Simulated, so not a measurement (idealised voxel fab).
process module | voxel local oxidation
cross-section cut | 275 nm wide | cells 5 nm
A cross-section is a grid of square cells, given in bands from the top down. A band is one or more rows of cells.
Each band's line starts with the height of the band's top and of its bottom, in nm. Then come its materials from left to right, each with its width in nm. One material with "throughout" fills the band from edge to edge. "air" is empty space.
Height 0 is the level under which the wafer as received is all one material. The lowest band goes on downwards, as in "0 down".
A width such as "30 to 40" changes by the same amount from each row of cells to the next, from the band's top row to its bottom row.
"no change" after a step means that no cell of the cross-section changed.
closed voids: empty space of 8 cells or more with no open way to the top, each as width x height at its distance from the left edge, in nm
after a step's settings: what the simulator itself notes on the step
overlay nm, on a step with a mask: how far to the right of its planned place the mask lay; to the left if negative
plan
1 op RECEIVE | material Si
2 op CONFORMAL_DEP | material SiO2 | thk nm 5
3 op CONFORMAL_DEP | material SiN | thk nm 15
4 op PATTERN | tone cover | mask id ACTIVE | material resist | width nm 95 | pitch nm 130 | thk nm 20 | overlay nm 0
5 op DIRECTIONAL_ETCH | etch materials SiN | depth nm 15
6 op STRIP | etch materials resist
7 op SELECTIVE_ETCH | etch materials SiO2 | depth nm 5
8 op OXIDIZE | depth nm 15
9 op STRIP | etch materials SiN
as received, after step 1
  0 down: Si throughout
  closed voids: none
a wafer at the end: this start, this plan, one mistake
  15 to 0: SiO2 throughout
  0 down: Si throughout
  closed voids: none
what went wrong: step 3 ran as: op CONFORMAL_DEP | material SiO2 | thk nm 15
